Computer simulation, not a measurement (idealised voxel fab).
Presented below is a process module, voxel wiring stack.
Shown is cross-section cut, with a width of 225 nm and square cells of size 5 nm.
Cross-section format: a grid of square cells, given as bands from top to bottom; each band is one or more rows of cells.
A band entry consists of two parts. The first gives the height of the band's top and the height of its bottom, in nm. The rest lists the band's materials from left to right, each with its width in nm. A single material labelled with the word "throughout" fills the band from edge to edge, and the word "air" marks empty space.
The reference from which all heights are counted is 0, the level beneath which the as-received wafer is entirely one material; the lowest band, having no lower bound, proceeds downward and is written after the example "0 -> down".
Quick explanation for "30..40": the width changes in equal steps down the rows of cells, from the first number in the band's top row to the second number in its bottom row.
Reading "same as before" for a step: not a cell of the cross-section changed in it.
"Closed void roster" means: voids of 8 cells or more that are shut off from the top with no open way through. Written width x height at distance, distance from the left edge, in nm.
Heads up: the bit after the settings on a step's line is the simulator's remark on that step.
Each step line may optionally specify "overlay nm", which for a step with a mask gives the rightward distance between the mask's planned place and where it lay, a negative value indicating the leftward direction.
Pairs ahead. Before: cross-section ahead of one process step. After: cross-section once the step is done, shown to the lowest changed band only. Under each pair: that step, with settings. Caution: pairs may come from different runs of this module on the same starting wafer; a pair follows the pair above only where its "Pre-step snapshot" entry says so.
[Pre-step snapshot]
100 -> 90 = aC 15  air 15  aC 40  air 15  aC 40  air 15  aC 40  air 15  aC 30
90 -> 80 = lowk throughout
80 -> 75 = SiCN throughout
75 -> 60 = SiO2 15  TiN 5  Ru 20  TiN 5  SiO2 25  TiN 5  Ru 20  TiN 5  SiO2 25  TiN 5  Ru 20  TiN 5  SiO2 25  TiN 5  Ru 20  TiN 5  SiO2 15
60 -> 55 = SiO2 15  TiN 15  Ru 5  TiN 10  SiO2 25  TiN 15  Ru 5  TiN 10  SiO2 25  TiN 15  Ru 5  TiN 10  SiO2 25  TiN 15  Ru 5  TiN 10  SiO2 15
55 -> 40 = SiO2 25  TiN 5  Ru 5  TiN 5  SiO2 40  TiN 5  Ru 5  TiN 5  SiO2 40  TiN 5  Ru 5  TiN 5  SiO2 40  TiN 5  Ru 5  TiN 5  SiO2 20
40 -> 35 = SiCN 25  TiN 15  SiCN 40  TiN 15  SiCN 40  TiN 15  SiCN 40  TiN 15  SiCN 20
35 -> 15 = lowk 10  SiCN 5  W 30  SiCN 5  lowk 15  SiCN 5  W 30  SiCN 5  lowk 15  SiCN 5  W 30  SiCN 5  lowk 15  SiCN 5  W 30  SiCN 5  lowk 10
15 -> 10 = SiCN 15  TiN 30  SiCN 25  TiN 30  SiCN 25  TiN 30  SiCN 25  TiN 30  SiCN 15
10 -> 0 = SiO2 throughout
0 -> down = Si throughout
Closed void roster: none
[Step Result]
100 -> 90 = aC 15  air 15  aC 40  air 15  aC 40  air 15  aC 40  air 15  aC 30
90 -> 80 = lowk 15  air 15  lowk 40  air 15  lowk 40  air 15  lowk 40  air 15  lowk 30
below 80: unchanged
Closed void roster: none
The structure goes from the before cross-section above to the after cross-section through DIRECTIONAL_ETCH with etch materials lowk, depth nm 10
Pre-step snapshot: The structure entering this step is exactly what the pair just above shows after its step.
[Step Result]
100 -> 90 = aC 15  air 15  aC 40  air 15  aC 40  air 15  aC 40  air 15  aC 30
90 -> 80 = lowk 15  air 15  lowk 40  air 15  lowk 40  air 15  lowk 40  air 15  lowk 30
80 -> 75 = SiCN 15  air 15  SiCN 40  air 15  SiCN 40  air 15  SiCN 40  air 15  SiCN 30
below 75: unchanged
Closed void roster: none
The structure goes from the before cross-section above to the after cross-section through DIRECTIONAL_ETCH with etch materials SiCN, depth nm 5
Pre-step snapshot: The structure entering this step is exactly what the pair just above shows after its step.
[Step Result]
90 -> 80 = lowk 15  air 15  lowk 40  air 15  lowk 40  air 15  lowk 40  air 15  lowk 30
below 80: unchanged
Closed void roster: none
The structure goes from the before cross-section above to the after cross-section through STRIP with etch materials aC
Pre-step snapshot: The structure entering this step is exactly what the pair just above shows after its step.
[Step Result]
95 -> 90 = TiN 20  air 5  TiN 50  air 5  TiN 50  air 5  TiN 50  air 5  TiN 35
90 -> 80 = lowk 15  TiN 5  air 5  TiN 5  lowk 40  TiN 5  air 5  TiN 5  lowk 40  TiN 5  air 5  TiN 5  lowk 40  TiN 5  air 5  TiN 5  lowk 30
80 -> 75 = SiCN 15  TiN 15  SiCN 40  TiN 15  SiCN 40  TiN 15  SiCN 40  TiN 15  SiCN 30
below 75: unchanged
Closed void roster: none
The structure goes from the before cross-section above to the after cross-section through CONFORMAL_DEP with material TiN, thk nm 5
Pre-step snapshot: The structure entering this step is exactly what the pair just above shows after its step.
[Step Result]
105 -> 95 = W throughout
95 -> 90 = TiN 20  W 5  TiN 50  W 5  TiN 50  W 5  TiN 50  W 5  TiN 35
90 -> 80 = lowk 15  TiN 5  W 5  TiN 5  lowk 40  TiN 5  W 5  TiN 5  lowk 40  TiN 5  W 5  TiN 5  lowk 40  TiN 5  W 5  TiN 5  lowk 30
below 80: unchanged
Closed void roster: none
The structure goes from the before cross-section above to the after cross-section through FILL_DEP with material W, thk nm 10
Pre-step snapshot: The structure entering this step is exactly what the pair just above shows after its step.
[Step Result]
90 -> 80 = lowk 15  TiN 5  W 5  TiN 5  lowk 40  TiN 5  W 5  TiN 5  lowk 40  TiN 5  W 5  TiN 5  lowk 40  TiN 5  W 5  TiN 5  lowk 30
below 80: unchanged
Closed void roster: none
The structure goes from the before cross-section above to the after cross-section through CMP with height nm 90
Pre-step snapshot: The structure entering this step is exactly what the pair just above shows after its step.
[Step Result]
95 -> 90 = TiN throughout
below 90: unchanged
Closed void roster: none
The structure goes from the before cross-section above to the after cross-section through DIRECTIONAL_DEP with material TiN, thk nm 5
Pre-step snapshot: The structure entering this step is exactly what the pair just above shows after its step.
[Step Result]
120 -> 95 = Ru throughout
below 95: unchanged
Closed void roster: none
The structure goes from the before cross-section above to the after cross-section through DIRECTIONAL_DEP with material Ru, thk nm 25
Pre-step snapshot: The structure entering this step is exactly what the pair just above shows after its step.
[Step Result]
130 -> 120 = aC throughout
below 120: unchanged
Closed void roster: none
The structure goes from the before cross-section above to the after cross-section through DIRECTIONAL_DEP with material aC, thk nm 10
Pre-step snapshot: The structure entering this step is exactly what the pair just above shows after its step.
[Step Result]
155 -> 130 = air 15  resist 30  air 25  resist 30  air 25  resist 30  air 25  resist 30  air 15
below 130: unchanged
Closed void roster: none
The structure goes from the before cross-section above to the after cross-section through PATTERN with tone cover, mask id METAL_3, material resist, width nm 30, pitch nm 55, thk nm 25, overlay nm 0
Pre-step snapshot: The structure entering this step is exactly what the pair just above shows after its step.
[Step Result]
145 -> 130 = air 15  resist 30  air 25  resist 30  air 25  resist 30  air 25  resist 30  air 15
130 -> 120 = air 15  aC 30  air 25  aC 30  air 25  aC 30  air 25  aC 30  air 15
below 120: unchanged
Closed void roster: none
The structure goes from the before cross-section above to the after cross-section through DIRECTIONAL_ETCH with etch materials aC, depth nm 10
Pre-step snapshot: The structure entering this step is exactly what the pair just above shows after its step.
[Step Result]
130 -> 120 = air 15  aC 30  air 25  aC 30  air 25  aC 30  air 25  aC 30  air 15
below 120: unchanged
Closed void roster: none
The structure goes from the before cross-section above to the after cross-section through STRIP with etch materials resist
Pre-step snapshot: The structure entering this step is exactly what the pair just above shows after its step.
[Step Result]
130 -> 120 = air 15  aC 30  air 25  aC 30  air 25  aC 30  air 25  aC 30  air 15
120 -> 95 = air 15  Ru 30  air 25  Ru 30  air 25  Ru 30  air 25  Ru 30  air 15
below 95: unchanged
Closed void roster: none
The structure goes from the before cross-section above to the after cross-section through DIRECTIONAL_ETCH with etch materials Ru, depth nm 25
Pre-step snapshot: The structure entering this step is exactly what the pair just above shows after its step.
[Step Result]
130 -> 120 = air 15  aC 30  air 25  aC 30  air 25  aC 30  air 25  aC 30  air 15
120 -> 95 = air 15  Ru 30  air 25  Ru 30  air 25  Ru 30  air 25  Ru 30  air 15
95 -> 90 = air 15  TiN 30  air 25  TiN 30  air 25  TiN 30  air 25  TiN 30  air 15
below 90: unchanged
Closed void roster: none
The structure goes from the before cross-section above to the after cross-section through DIRECTIONAL_ETCH with etch materials TiN, depth nm 5
Pre-step snapshot: The structure entering this step is exactly what the pair just above shows after its step.
[Step Result]
120 -> 95 = air 15  Ru 30  air 25  Ru 30  air 25  Ru 30  air 25  Ru 30  air 15
below 95: unchanged
Closed void roster: none
The structure goes from the before cross-section above to the after cross-section through STRIP with etch materials aC
Pre-step snapshot: The structure entering this step is exactly what the pair just above shows after its step.
[Step Result]
125 -> 120 = air 10  SiCN 40  air 15  SiCN 40  air 15  SiCN 40  air 15  SiCN 40  air 10
120 -> 95 = air 10  SiCN 5  Ru 30  SiCN 5  air 15  SiCN 5  Ru 30  SiCN 5  air 15  SiCN 5  Ru 30  SiCN 5  air 15  SiCN 5  Ru 30  SiCN 5  air 10
95 -> 90 = SiCN 15  TiN 30  SiCN 25  TiN 30  SiCN 25  TiN 30  SiCN 25  TiN 30  SiCN 15
below 90: unchanged
Closed void roster: none
The structure goes from the before cross-section above to the after cross-section through CONFORMAL_DEP with material SiCN, thk nm 5
Pre-step snapshot: The structure entering this step is exactly what the pair just above shows after its step.
[Step Result]
135 -> 125 = lowk throughout
125 -> 120 = lowk 10  SiCN 40  lowk 15  SiCN 40  lowk 15  SiCN 40  lowk 15  SiCN 40  lowk 10
120 -> 95 = lowk 10  SiCN 5  Ru 30  SiCN 5  lowk 15  SiCN 5  Ru 30  SiCN 5  lowk 15  SiCN 5  Ru 30  SiCN 5  lowk 15  SiCN 5  Ru 30  SiCN 5  lowk 10
below 95: unchanged
Closed void roster: none
The structure goes from the before cross-section above to the after cross-section through FILL_DEP with material lowk, thk nm 10
Pre-step snapshot: The structure entering this step is exactly what the pair just above shows after its step.
[Step Result]
120 -> 95 = lowk 10  SiCN 5  Ru 30  SiCN 5  lowk 15  SiCN 5  Ru 30  SiCN 5  lowk 15  SiCN 5  Ru 30  SiCN 5  lowk 15  SiCN 5  Ru 30  SiCN 5  lowk 10
below 95: unchanged
Closed void roster: none
The structure goes from the before cross-section above to the after cross-section through CMP with height nm 120
Pre-step snapshot: The structure entering this step is exactly what the pair just above shows after its step.
[Step Result]
125 -> 120 = SiN throughout
below 120: unchanged
Closed void roster: none
The structure goes from the before cross-section above to the after cross-section through CONFORMAL_DEP with material SiN, thk nm 5
[Pre-step snapshot]
80 -> 75 = SiCN throughout
75 -> 60 = SiO2 15  TiN 5  Ru 20  TiN 5  SiO2 25  TiN 5  Ru 20  TiN 5  SiO2 25  TiN 5  Ru 20  TiN 5  SiO2 25  TiN 5  Ru 20  TiN 5  SiO2 15
60 -> 55 = SiO2 15  TiN 5  Ru 5  TiN 20  SiO2 25  TiN 5  Ru 5  TiN 20  SiO2 25  TiN 5  Ru 5  TiN 20  SiO2 25  TiN 5  Ru 5  TiN 20  SiO2 15
55 -> 40 = SiO2 15  TiN 5  Ru 5  TiN 5  SiO2 40  TiN 5  Ru 5  TiN 5  SiO2 40  TiN 5  Ru 5  TiN 5  SiO2 40  TiN 5  Ru 5  TiN 5  SiO2 30
40 -> 35 = SiCN 15  TiN 15  SiCN 40  TiN 15  SiCN 40  TiN 15  SiCN 40  TiN 15  SiCN 30
35 -> 15 = lowk 10  SiCN 5  W 30  SiCN 5  lowk 15  SiCN 5  W 30  SiCN 5  lowk 15  SiCN 5  W 30  SiCN 5  lowk 15  SiCN 5  W 30  SiCN 5  lowk 10
15 -> 10 = SiCN 15  TiN 30  SiCN 25  TiN 30  SiCN 25  TiN 30  SiCN 25  TiN 30  SiCN 15
10 -> 0 = SiO2 throughout
0 -> down = Si throughout
Closed void roster: none
[Step Result]
90 -> 80 = SiO2 throughout
below 80: unchanged
Closed void roster: none
The structure goes from the before cross-section above to the after cross-section through DIRECTIONAL_DEP with material SiO2, thk nm 10
Pre-step snapshot: The structure entering this step is exactly what the pair just above shows after its step.
[Step Result]
100 -> 90 = aC throughout
below 90: unchanged
Closed void roster: none
The structure goes from the before cross-section above to the after cross-section through DIRECTIONAL_DEP with material aC, thk nm 10
Pre-step snapshot: The structure entering this step is exactly what the pair just above shows after its step.
[Step Result]
130 -> 100 = resist 15  air 15  resist 40  air 15  resist 40  air 15  resist 40  air 15  resist 30
below 100: unchanged
Closed void roster: none
The structure goes from the before cross-section above to the after cross-section through PATTERN with tone open, mask id PLUG_2, material resist, width nm 15, pitch nm 55, thk nm 30, overlay nm 0
Pre-step snapshot: The structure entering this step is exactly what the pair just above shows after its step.
[Step Result]
120 -> 100 = resist 15  air 15  resist 40  air 15  resist 40  air 15  resist 40  air 15  resist 30
100 -> 90 = aC 15  air 15  aC 40  air 15  aC 40  air 15  aC 40  air 15  aC 30
below 90: unchanged
Closed void roster: none
The structure goes from the before cross-section above to the after cross-section through DIRECTIONAL_ETCH with etch materials aC, depth nm 10
Pre-step snapshot: The structure entering this step is exactly what the pair just above shows after its step.
[Step Result]
100 -> 90 = aC 15  air 15  aC 40  air 15  aC 40  air 15  aC 40  air 15  aC 30
below 90: unchanged
Closed void roster: none
The structure goes from the before cross-section above to the after cross-section through STRIP with etch materials resist
Pre-step snapshot: The structure entering this step is exactly what the pair just above shows after its step.
[Step Result]
90 -> 80 = SiO2 throughout
below 80: unchanged
Closed void roster: none
The structure goes from the before cross-section above to the after cross-section through STRIP with etch materials aC
Pre-step snapshot: The structure entering this step is exactly what the pair just above shows after its step.
[Step Result]
95 -> 90 = TiN throughout
below 90: unchanged
Closed void roster: none
The structure goes from the before cross-section above to the after cross-section through CONFORMAL_DEP with material TiN, thk nm 5
Pre-step snapshot: The structure entering this step is exactly what the pair just above shows after its step.
[Step Result]
105 -> 95 = W throughout
below 95: unchanged
Closed void roster: none
The structure goes from the before cross-section above to the after cross-section through FILL_DEP with material W, thk nm 10
Pre-step snapshot: The structure entering this step is exactly what the pair just above shows after its step.
[Step Result]
90 -> 80 = SiO2 throughout
below 80: unchanged
Closed void roster: none
The structure goes from the before cross-section above to the after cross-section through CMP with height nm 90
Pre-step snapshot: The structure entering this step is exactly what the pair just above shows after its step.
[Step Result]
95 -> 90 = TiN throughout
below 90: unchanged
Closed void roster: none
The structure goes from the before cross-section above to the after cross-section through DIRECTIONAL_DEP with material TiN, thk nm 5
Pre-step snapshot: The structure entering this step is exactly what the pair just above shows after its step.
[Step Result]
120 -> 95 = Ru throughout
below 95: unchanged
Closed void roster: none
The structure goes from the before cross-section above to the after cross-section through DIRECTIONAL_DEP with material Ru, thk nm 25
Pre-step snapshot: The structure entering this step is exactly what the pair just above shows after its step.
[Step Result]
130 -> 120 = aC throughout
below 120: unchanged
Closed void roster: none
The structure goes from the before cross-section above to the after cross-section through DIRECTIONAL_DEP with material aC, thk nm 10
Pre-step snapshot: The structure entering this step is exactly what the pair just above shows after its step.
[Step Result]
155 -> 130 = air 15  resist 30  air 25  resist 30  air 25  resist 30  air 25  resist 30  air 15
below 130: unchanged
Closed void roster: none
The structure goes from the before cross-section above to the after cross-section through PATTERN with tone cover, mask id METAL_3, material resist, width nm 30, pitch nm 55, thk nm 25, overlay nm 0
Pre-step snapshot: The structure entering this step is exactly what the pair just above shows after its step.
[Step Result]
145 -> 130 = air 15  resist 30  air 25  resist 30  air 25  resist 30  air 25  resist 30  air 15
130 -> 120 = air 15  aC 30  air 25  aC 30  air 25  aC 30  air 25  aC 30  air 15
below 120: unchanged
Closed void roster: none
The structure goes from the before cross-section above to the after cross-section through DIRECTIONAL_ETCH with etch materials aC, depth nm 10
Pre-step snapshot: The structure entering this step is exactly what the pair just above shows after its step.
[Step Result]
130 -> 120 = air 15  aC 30  air 25  aC 30  air 25  aC 30  air 25  aC 30  air 15
below 120: unchanged
Closed void roster: none
The structure goes from the before cross-section above to the after cross-section through STRIP with etch materials resist
Pre-step snapshot: The structure entering this step is exactly what the pair just above shows after its step.
[Step Result]
130 -> 120 = air 15  aC 30  air 25  aC 30  air 25  aC 30  air 25  aC 30  air 15
120 -> 95 = air 15  Ru 30  air 25  Ru 30  air 25  Ru 30  air 25  Ru 30  air 15
below 95: unchanged
Closed void roster: none
The structure goes from the before cross-section above to the after cross-section through DIRECTIONAL_ETCH with etch materials Ru, depth nm 25
Pre-step snapshot: The structure entering this step is exactly what the pair just above shows after its step.
[Step Result]
130 -> 120 = air 15  aC 30  air 25  aC 30  air 25  aC 30  air 25  aC 30  air 15
120 -> 95 = air 15  Ru 30  air 25  Ru 30  air 25  Ru 30  air 25  Ru 30  air 15
95 -> 90 = air 15  TiN 30  air 25  TiN 30  air 25  TiN 30  air 25  TiN 30  air 15
below 90: unchanged
Closed void roster: none
The structure goes from the before cross-section above to the after cross-section through DIRECTIONAL_ETCH with etch materials TiN, depth nm 5
Pre-step snapshot: The structure entering this step is exactly what the pair just above shows after its step.
[Step Result]
120 -> 95 = air 15  Ru 30  air 25  Ru 30  air 25  Ru 30  air 25  Ru 30  air 15
below 95: unchanged
Closed void roster: none
The structure goes from the before cross-section above to the after cross-section through STRIP with etch materials aC
Pre-step snapshot: The structure entering this step is exactly what the pair just above shows after its step.
[Step Result]
125 -> 120 = air 10  SiCN 40  air 15  SiCN 40  air 15  SiCN 40  air 15  SiCN 40  air 10
120 -> 95 = air 10  SiCN 5  Ru 30  SiCN 5  air 15  SiCN 5  Ru 30  SiCN 5  air 15  SiCN 5  Ru 30  SiCN 5  air 15  SiCN 5  Ru 30  SiCN 5  air 10
95 -> 90 = SiCN 15  TiN 30  SiCN 25  TiN 30  SiCN 25  TiN 30  SiCN 25  TiN 30  SiCN 15
below 90: unchanged
Closed void roster: none
The structure goes from the before cross-section above to the after cross-section through CONFORMAL_DEP with material SiCN, thk nm 5
Pre-step snapshot: The structure entering this step is exactly what the pair just above shows after its step.
[Step Result]
135 -> 125 = lowk throughout
125 -> 120 = lowk 10  SiCN 40  lowk 15  SiCN 40  lowk 15  SiCN 40  lowk 15  SiCN 40  lowk 10
120 -> 95 = lowk 10  SiCN 5  Ru 30  SiCN 5  lowk 15  SiCN 5  Ru 30  SiCN 5  lowk 15  SiCN 5  Ru 30  SiCN 5  lowk 15  SiCN 5  Ru 30  SiCN 5  lowk 10
below 95: unchanged
Closed void roster: none
The structure goes from the before cross-section above to the after cross-section through FILL_DEP with material lowk, thk nm 10
Pre-step snapshot: The structure entering this step is exactly what the pair just above shows after its step.
[Step Result]
120 -> 95 = lowk 10  SiCN 5  Ru 30  SiCN 5  lowk 15  SiCN 5  Ru 30  SiCN 5  lowk 15  SiCN 5  Ru 30  SiCN 5  lowk 15  SiCN 5  Ru 30  SiCN 5  lowk 10
below 95: unchanged
Closed void roster: none
The structure goes from the before cross-section above to the after cross-section through CMP with height nm 120
Pre-step snapshot: The structure entering this step is exactly what the pair just above shows after its step.
[Step Result]
125 -> 120 = SiN throughout
below 120: unchanged
Closed void roster: none
The structure goes from the before cross-section above to the after cross-section through CONFORMAL_DEP with material SiN, thk nm 5
[Pre-step snapshot]
90 -> 75 = aC 15  air 30  aC 25  air 30  aC 25  air 30  aC 25  air 30  aC 15
75 -> 70 = SiO2 15  air 30  SiO2 25  air 30  SiO2 25  air 30  SiO2 25  air 30  SiO2 15
70 -> 55 = SiO2 15  aC 30  SiO2 25  aC 30  SiO2 25  aC 30  SiO2 25  aC 30  SiO2 15
55 -> 40 = SiO2 throughout
40 -> 35 = SiCN throughout
35 -> 15 = lowk 10  SiCN 5  W 30  SiCN 5  lowk 15  SiCN 5  W 30  SiCN 5  lowk 15  SiCN 5  W 30  SiCN 5  lowk 15  SiCN 5  W 30  SiCN 5  lowk 10
15 -> 10 = SiCN 15  TiN 30  SiCN 25  TiN 30  SiCN 25  TiN 30  SiCN 25  TiN 30  SiCN 15
10 -> 0 = SiO2 throughout
0 -> down = Si throughout
Closed void roster: none
[Step Result]
125 -> 90 = air 15  resist 15  air 40  resist 15  air 40  resist 15  air 40  resist 15  air 30
90 -> 75 = aC 15  resist 15  air 15  aC 25  resist 15  air 15  aC 25  resist 15  air 15  aC 25  resist 15  air 15  aC 15
75 -> 70 = SiO2 15  resist 15  air 15  SiO2 25  resist 15  air 15  SiO2 25  resist 15  air 15  SiO2 25  resist 15  air 15  SiO2 15
below 70: unchanged
Closed void roster: none
The structure goes from the before cross-section above to the after cross-section through PATTERN with tone cover, mask id METAL_2_HOLES, material resist, width nm 15, pitch nm 55, thk nm 35, overlay nm 0
Pre-step snapshot: The structure entering this step is exactly what the pair just above shows after its step.
[Step Result]
110 -> 75 = air 15  resist 15  air 40  resist 15  air 40  resist 15  air 40  resist 15  air 30
75 -> 70 = SiO2 15  resist 15  air 15  SiO2 25  resist 15  air 15  SiO2 25  resist 15  air 15  SiO2 25  resist 15  air 15  SiO2 15
70 -> 55 = SiO2 15  aC 15  air 15  SiO2 25  aC 15  air 15  SiO2 25  aC 15  air 15  SiO2 25  aC 15  air 15  SiO2 15
below 55: unchanged
Closed void roster: none
The structure goes from the before cross-section above to the after cross-section through DIRECTIONAL_ETCH with etch materials aC, depth nm 15
Pre-step snapshot: The structure entering this step is exactly what the pair just above shows after its step.
[Step Result]
75 -> 70 = SiO2 15  air 30  SiO2 25  air 30  SiO2 25  air 30  SiO2 25  air 30  SiO2 15
below 70: unchanged
Closed void roster: none
The structure goes from the before cross-section above to the after cross-section through STRIP with etch materials resist
Pre-step snapshot: The structure entering this step is exactly what the pair just above shows after its step.
[Step Result]
70 -> 60 = air 15  aC 15  air 40  aC 15  air 40  aC 15  air 40  aC 15  air 30
60 -> 55 = SiO2 15  aC 15  air 15  SiO2 25  aC 15  air 15  SiO2 25  aC 15  air 15  SiO2 25  aC 15  air 15  SiO2 15
55 -> 40 = SiO2 30  air 15  SiO2 40  air 15  SiO2 40  air 15  SiO2 40  air 15  SiO2 15
below 40: unchanged
Closed void roster: none
The structure goes from the before cross-section above to the after cross-section through DIRECTIONAL_ETCH with etch materials SiO2, depth nm 15
Pre-step snapshot: The structure entering this step is exactly what the pair just above shows after its step.
[Step Result]
70 -> 60 = air 15  aC 15  air 40  aC 15  air 40  aC 15  air 40  aC 15  air 30
60 -> 55 = SiO2 15  aC 15  air 15  SiO2 25  aC 15  air 15  SiO2 25  aC 15  air 15  SiO2 25  aC 15  air 15  SiO2 15
55 -> 40 = SiO2 30  air 15  SiO2 40  air 15  SiO2 40  air 15  SiO2 40  air 15  SiO2 15
40 -> 35 = SiCN 30  air 15  SiCN 40  air 15  SiCN 40  air 15  SiCN 40  air 15  SiCN 15
below 35: unchanged
Closed void roster: none
The structure goes from the before cross-section above to the after cross-section through DIRECTIONAL_ETCH with etch materials SiCN, depth nm 5
Pre-step snapshot: The structure entering this step is exactly what the pair just above shows after its step.
[Step Result]
60 -> 55 = SiO2 15  air 30  SiO2 25  air 30  SiO2 25  air 30  SiO2 25  air 30  SiO2 15
below 55: unchanged
Closed void roster: none
The structure goes from the before cross-section above to the after cross-section through STRIP with etch materials aC
Pre-step snapshot: The structure entering this step is exactly what the pair just above shows after its step.
[Step Result]
65 -> 60 = TiN 20  air 20  TiN 35  air 20  TiN 35  air 20  TiN 35  air 20  TiN 20
60 -> 55 = SiO2 15  TiN 20  air 5  TiN 5  SiO2 25  TiN 20  air 5  TiN 5  SiO2 25  TiN 20  air 5  TiN 5  SiO2 25  TiN 20  air 5  TiN 5  SiO2 15
55 -> 40 = SiO2 30  TiN 5  air 5  TiN 5  SiO2 40  TiN 5  air 5  TiN 5  SiO2 40  TiN 5  air 5  TiN 5  SiO2 40  TiN 5  air 5  TiN 5  SiO2 15
40 -> 35 = SiCN 30  TiN 15  SiCN 40  TiN 15  SiCN 40  TiN 15  SiCN 40  TiN 15  SiCN 15
below 35: unchanged
Closed void roster: none
The structure goes from the before cross-section above to the after cross-section through CONFORMAL_DEP with material TiN, thk nm 5
Pre-step snapshot: The structure entering this step is exactly what the pair just above shows after its step.
[Step Result]
75 -> 65 = Ru throughout
65 -> 60 = TiN 20  Ru 20  TiN 35  Ru 20  TiN 35  Ru 20  TiN 35  Ru 20  TiN 20
60 -> 55 = SiO2 15  TiN 20  Ru 5  TiN 5  SiO2 25  TiN 20  Ru 5  TiN 5  SiO2 25  TiN 20  Ru 5  TiN 5  SiO2 25  TiN 20  Ru 5  TiN 5  SiO2 15
55 -> 40 = SiO2 30  TiN 5  Ru 5  TiN 5  SiO2 40  TiN 5  Ru 5  TiN 5  SiO2 40  TiN 5  Ru 5  TiN 5  SiO2 40  TiN 5  Ru 5  TiN 5  SiO2 15
below 40: unchanged
Closed void roster: none
The structure goes from the before cross-section above to the after cross-section through FILL_DEP with material Ru, thk nm 10
Pre-step snapshot: The structure entering this step is exactly what the pair just above shows after its step.
[Step Result]
80 -> 75 = SiCN throughout
below 75: unchanged
Closed void roster: none
The structure goes from the before cross-section above to the after cross-section through CONFORMAL_DEP with material SiCN, thk nm 5
Pre-step snapshot: The structure entering this step is exactly what the pair just above shows after its step.
[Step Result]
90 -> 80 = lowk throughout
below 80: unchanged
Closed void roster: none
The structure goes from the before cross-section above to the after cross-section through DIRECTIONAL_DEP with material lowk, thk nm 10
Pre-step snapshot: The structure entering this step is exactly what the pair just above shows after its step.
[Step Result]
100 -> 90 = aC throughout
below 90: unchanged
Closed void roster: none
The structure goes from the before cross-section above to the after cross-section through DIRECTIONAL_DEP with material aC, thk nm 10
Pre-step snapshot: The structure entering this step is exactly what the pair just above shows after its step.
[Step Result]
130 -> 100 = resist 15  air 15  resist 40  air 15  resist 40  air 15  resist 40  air 15  resist 30
below 100: unchanged
Closed void roster: none
The structure goes from the before cross-section above to the after cross-section through PATTERN with tone open, mask id PLUG_2, material resist, width nm 15, pitch nm 55, thk nm 30, overlay nm 0
Pre-step snapshot: The structure entering this step is exactly what the pair just above shows after its step.
[Step Result]
120 -> 100 = resist 15  air 15  resist 40  air 15  resist 40  air 15  resist 40  air 15  resist 30
100 -> 90 = aC 15  air 15  aC 40  air 15  aC 40  air 15  aC 40  air 15  aC 30
below 90: unchanged
Closed void roster: none
The structure goes from the before cross-section above to the after cross-section through DIRECTIONAL_ETCH with etch materials aC, depth nm 10
Pre-step snapshot: The structure entering this step is exactly what the pair just above shows after its step.
[Step Result]
100 -> 90 = aC 15  air 15  aC 40  air 15  aC 40  air 15  aC 40  air 15  aC 30
below 90: unchanged
Closed void roster: none
The structure goes from the before cross-section above to the after cross-section through STRIP with etch materials resist
Pre-step snapshot: The structure entering this step is exactly what the pair just above shows after its step.
[Step Result]
100 -> 90 = aC 15  air 15  aC 40  air 15  aC 40  air 15  aC 40  air 15  aC 30
90 -> 80 = lowk 15  air 15  lowk 40  air 15  lowk 40  air 15  lowk 40  air 15  lowk 30
below 80: unchanged
Closed void roster: none
The structure goes from the before cross-section above to the after cross-section through DIRECTIONAL_ETCH with etch materials lowk, depth nm 10
Pre-step snapshot: The structure entering this step is exactly what the pair just above shows after its step.
[Step Result]
100 -> 90 = aC 15  air 15  aC 40  air 15  aC 40  air 15  aC 40  air 15  aC 30
90 -> 80 = lowk 15  air 15  lowk 40  air 15  lowk 40  air 15  lowk 40  air 15  lowk 30
80 -> 75 = SiCN 15  air 15  SiCN 40  air 15  SiCN 40  air 15  SiCN 40  air 15  SiCN 30
below 75: unchanged
Closed void roster: none
The structure goes from the before cross-section above to the after cross-section through DIRECTIONAL_ETCH with etch materials SiCN, depth nm 5
Pre-step snapshot: The structure entering this step is exactly what the pair just above shows after its step.
[Step Result]
90 -> 80 = lowk 15  air 15  lowk 40  air 15  lowk 40  air 15  lowk 40  air 15  lowk 30
below 80: unchanged
Closed void roster: none
The structure goes from the before cross-section above to the after cross-section through STRIP with etch materials aC
Pre-step snapshot: The structure entering this step is exactly what the pair just above shows after its step.
[Step Result]
95 -> 90 = TiN 20  air 5  TiN 50  air 5  TiN 50  air 5  TiN 50  air 5  TiN 35
90 -> 80 = lowk 15  TiN 5  air 5  TiN 5  lowk 40  TiN 5  air 5  TiN 5  lowk 40  TiN 5  air 5  TiN 5  lowk 40  TiN 5  air 5  TiN 5  lowk 30
80 -> 75 = SiCN 15  TiN 15  SiCN 40  TiN 15  SiCN 40  TiN 15  SiCN 40  TiN 15  SiCN 30
below 75: unchanged
Closed void roster: none
The structure goes from the before cross-section above to the after cross-section through CONFORMAL_DEP with material TiN, thk nm 5
Pre-step snapshot: The structure entering this step is exactly what the pair just above shows after its step.
[Step Result]
105 -> 95 = W throughout
95 -> 90 = TiN 20  W 5  TiN 50  W 5  TiN 50  W 5  TiN 50  W 5  TiN 35
90 -> 80 = lowk 15  TiN 5  W 5  TiN 5  lowk 40  TiN 5  W 5  TiN 5  lowk 40  TiN 5  W 5  TiN 5  lowk 40  TiN 5  W 5  TiN 5  lowk 30
below 80: unchanged
Closed void roster: none
The structure goes from the before cross-section above to the after cross-section through FILL_DEP with material W, thk nm 10
Pre-step snapshot: The structure entering this step is exactly what the pair just above shows after its step.
[Step Result]
90 -> 80 = lowk 15  TiN 5  W 5  TiN 5  lowk 40  TiN 5  W 5  TiN 5  lowk 40  TiN 5  W 5  TiN 5  lowk 40  TiN 5  W 5  TiN 5  lowk 30
below 80: unchanged
Closed void roster: none
The structure goes from the before cross-section above to the after cross-section through CMP with height nm 90
Pre-step snapshot: The structure entering this step is exactly what the pair just above shows after its step.
[Step Result]
95 -> 90 = TiN throughout
below 90: unchanged
Closed void roster: none
The structure goes from the before cross-section above to the after cross-section through DIRECTIONAL_DEP with material TiN, thk nm 5
Pre-step snapshot: The structure entering this step is exactly what the pair just above shows after its step.
[Step Result]
120 -> 95 = Ru throughout
below 95: unchanged
Closed void roster: none
The structure goes from the before cross-section above to the after cross-section through DIRECTIONAL_DEP with material Ru, thk nm 25
Pre-step snapshot: The structure entering this step is exactly what the pair just above shows after its step.
[Step Result]
130 -> 120 = aC throughout
below 120: unchanged
Closed void roster: none
The structure goes from the before cross-section above to the after cross-section through DIRECTIONAL_DEP with material aC, thk nm 10
